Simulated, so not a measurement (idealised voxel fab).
voxel gate over fins: a process module
This is section cut - it's 205 nm across, gridded in 5 nm square cells.
A cross-section is a grid of square cells, given in bands from the top down. A band is one or more rows of cells. The entry gives the band's vertical extent as a top height and a bottom height in nm, then its horizontal make-up as materials from left to right, each with a width in nm. "blank" stands for empty space; a single material marked "throughout" fills the band edge to edge. Heights are reckoned from 0. Under this level, the received wafer is all of one material. The bottommost band is open-ended downward, for example "top 0, no bottom". The expression "30..40" gives the width at the extremes of the band, the first number at its top row of cells and the second at its bottom row, with the width changing by equal amounts from each row to the next in between. Step marked "identical to before"? Then no cell in the cross-section changed in it. Reported under the label "Unvented voids" are the empty spaces having no open way to the top and comprising 8 cells or more; the notation for each is width x height at distance, in which the distance is measured from the left edge and all three values are in nm. Text after the settings on a step's line: the simulator's own remark on that step. overlay nm: step with mask; distance mask lay right of planned place; negative value = left of planned place.
This section lists the process steps that were planned:
1 RECEIVE,material Si
2 CONFORMAL_DEP,material SiN,thk nm 5
3 MASKED_ETCH,tone cover,mask id FINS,width nm 15,pitch nm 55,etch materials SiN,depth nm 5,overlay nm 0
4 MASKED_ETCH,tone cover,mask id FINS,width nm 15,pitch nm 55,etch materials Si,depth nm 35,overlay nm 0
5 OXIDIZE,depth nm 5
6 FILL_DEP,material SiO2,thk nm 10
7 CMP,height nm 5
8 DIRECTIONAL_DEP,material aC,thk nm 15
9 PATTERN,tone open,mask id RAIL,material resist,width nm 15,thk nm 35,overlay nm 0
10 DIRECTIONAL_ETCH,etch materials aC,depth nm 15
11 STRIP,etch materials resist
12 DIRECTIONAL_ETCH,etch materials SiO2,depth nm 35
13 STRIP,etch materials aC
14 CONFORMAL_DEP,material TiN,thk nm 5
15 FILL_DEP,material Ru,thk nm 5
16 CMP,height nm 5
17 SELECTIVE_ETCH,etch materials W Ru TiN,depth nm 30
18 FILL_DEP,material SiO2,thk nm 5
19 CMP,height nm 5
20 SELECTIVE_ETCH,etch materials SiO2,depth nm 20
21 STRIP,etch materials SiN
22 CONFORMAL_DEP,material HfO2,thk nm 5
23 CONFORMAL_DEP,material TiN,thk nm 5
24 FILL_DEP,material W,thk nm 15
25 CMP,height nm 20
26 CONFORMAL_DEP,material SiCN,thk nm 5
As received (post step 1): cross-section:
* top 0, no bottom = Si throughout
* Unvented voids: none
Looking at the first of two wafers in cross-section at end of module - ran to plan:
* top 25, bottom 20 = SiCN throughout
* top 20, bottom 10 = W throughout
* top 10, bottom 5 = W 35 nm, then TiN 25 nm, then W 30 nm, then TiN 25 nm, then W 30 nm, then TiN 25 nm, then W 35 nm
* top 5, bottom 0 = W 35 nm, then TiN 5 nm, then HfO2 15 nm, then TiN 5 nm, then W 30 nm, then TiN 5 nm, then HfO2 15 nm, then TiN 5 nm, then W 30 nm, then TiN 5 nm, then HfO2 15 nm, then TiN 5 nm, then W 35 nm
* top 0, bottom -5 = W 35 nm, then TiN 5 nm, then HfO2 5 nm, then Si 5 nm, then HfO2 5 nm, then TiN 5 nm, then W 30 nm, then TiN 5 nm, then HfO2 5 nm, then Si 5 nm, then HfO2 5 nm, then TiN 5 nm, then W 30 nm, then TiN 5 nm, then HfO2 5 nm, then Si 5 nm, then HfO2 5 nm, then TiN 5 nm, then W 35 nm
* top -5, bottom -10 = TiN 40 nm, then HfO2 5 nm, then Si 5 nm, then HfO2 5 nm, then TiN 40 nm, then HfO2 5 nm, then Si 5 nm, then HfO2 5 nm, then TiN 40 nm, then HfO2 5 nm, then Si 5 nm, then HfO2 5 nm, then TiN 40 nm
* top -10, bottom -15 = HfO2 45 nm, then Si 5 nm, then HfO2 50 nm, then Si 5 nm, then HfO2 50 nm, then Si 5 nm, then HfO2 45 nm
* top -15, bottom -25 = SiO2 45 nm, then Si 5 nm, then SiO2 50 nm, then Si 5 nm, then SiO2 50 nm, then Si 5 nm, then SiO2 45 nm
* top -25, bottom -30 = SiO2 45 nm, then Si 5 nm, then SiO2 15 nm, then TiN 15 nm, then SiO2 20 nm, then Si 5 nm, then SiO2 50 nm, then Si 5 nm, then SiO2 45 nm
* top -30, bottom -40 = SiO2 45 nm, then Si 5 nm, then SiO2 50 nm, then Si 5 nm, then SiO2 50 nm, then Si 5 nm, then SiO2 45 nm
* top -40, no bottom = Si throughout
* Unvented voids: none
Here is the second of the two wafers cut open at the end of the module - same start, same plan as the first one, but we made one mistake running it:
* top 25, bottom 20 = SiCN throughout
* top 20, bottom 5 = W throughout
* top 5, bottom 0 = W 40 nm, then TiN 15 nm, then W 40 nm, then TiN 15 nm, then W 40 nm, then TiN 15 nm, then W 40 nm
* top 0, bottom -10 = W 40 nm, then TiN 5 nm, then Si 5 nm, then TiN 5 nm, then W 40 nm, then TiN 5 nm, then Si 5 nm, then TiN 5 nm, then W 40 nm, then TiN 5 nm, then Si 5 nm, then TiN 5 nm, then W 40 nm
* top -10, bottom -15 = TiN 45 nm, then Si 5 nm, then TiN 50 nm, then Si 5 nm, then TiN 50 nm, then Si 5 nm, then TiN 45 nm
* top -15, bottom -25 = SiO2 45 nm, then Si 5 nm, then SiO2 50 nm, then Si 5 nm, then SiO2 50 nm, then Si 5 nm, then SiO2 45 nm
* top -25, bottom -30 = SiO2 45 nm, then Si 5 nm, then SiO2 15 nm, then TiN 15 nm, then SiO2 20 nm, then Si 5 nm, then SiO2 50 nm, then Si 5 nm, then SiO2 45 nm
* top -30, bottom -40 = SiO2 45 nm, then Si 5 nm, then SiO2 50 nm, then Si 5 nm, then SiO2 50 nm, then Si 5 nm, then SiO2 45 nm
* top -40, no bottom = Si throughout
* Unvented voids: none
What was the processing mistake? step 22 of the plan never got run, it was skipped over
The closing comparison, in cells, has the second wafer with more or fewer of some materials than the first: HfO2: 59 fewer | W: 59 more
